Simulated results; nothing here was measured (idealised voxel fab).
The process module that follows is named voxel spacer lines.
Displayed cross-section: cut, width of 170 nm, square cells sized 5 nm.
Cross-section = grid of square cells, listed top down in bands; band = one or more rows.
Heights first: top, then bottom, in nm. Then materials, left to right, each with a width in nm. "throughout" on a single material: fills the band edge to edge. "blank": empty space.
We count height from 0. Below that, the starting wafer is all one material. The lowest band never ends at the bottom but goes on down; see "top 0, no bottom" for how that is written.
The width entry "30 to 40" should be interpreted row by row: the top row of cells in the band takes the first number, the bottom row takes the second number, and the change between adjacent rows is uniform throughout.
The cross-section has no changed cell in any step marked "no change occurred".
"Closed void roster" - sealed voids, min. 8 cells, no opening to top; format: width x height at distance (distance from left edge; nm throughout).
Text after the settings on a step's line: the simulator's own remark on that step.
If you see "overlay nm" on a step's line and that step has a mask, it's telling you how far right of where it was planned the mask ended up; a negative number means it went left instead.
-- Steps planned for the process
1. RECEIVE: material Si
2. CONFORMAL_DEP: material Al2O3, thk nm 10
3. DIRECTIONAL_DEP: material TiN, thk nm 10
4. DIRECTIONAL_DEP: material polySi, thk nm 25
5. PATTERN: tone cover, mask id MANDREL, material resist, width nm 15, pitch nm 60, thk nm 35, overlay nm -15
6. DIRECTIONAL_ETCH: etch materials polySi, depth nm 25
7. STRIP: etch materials resist
8. CONFORMAL_DEP: material SiO2, thk nm 15
9. DIRECTIONAL_ETCH: etch materials SiO2, depth nm 15
10. STRIP: etch materials polySi
11. DIRECTIONAL_ETCH: etch materials TiN, depth nm 10
12. STRIP: etch materials SiO2
13. FILL_DEP: material lowk, thk nm 5
14. CMP: height nm 20
Same starting wafers, different overlay nm at step 5. Plan value belongs to the first wafer.
-- As received, i.e. after step 1: cross-section through the first of several wafers
> top 0, no bottom = Si throughout
> Closed void roster: none
-- Every row in this table is a wafer at the end of the module, and it gives, for each of the materials, the cells that wafer has gained (+) or lost (-) since it was received, then its closed voids
overlay nm -15; +68 Al2O3; +24 TiN; +44 lowk; Closed void roster: none
overlay nm -10; +68 Al2O3; +24 TiN; +44 lowk; Closed void roster: none
overlay nm -5; +68 Al2O3; +24 TiN; +44 lowk; Closed void roster: none
overlay nm 0; +68 Al2O3; +24 TiN; +44 lowk; Closed void roster: none
overlay nm 5; +68 Al2O3; +24 TiN; +44 lowk; Closed void roster: none
overlay nm 10; +68 Al2O3; +24 TiN; +44 lowk; Closed void roster: none
overlay nm 15; +68 Al2O3; +24 TiN; +44 lowk; Closed void roster: none
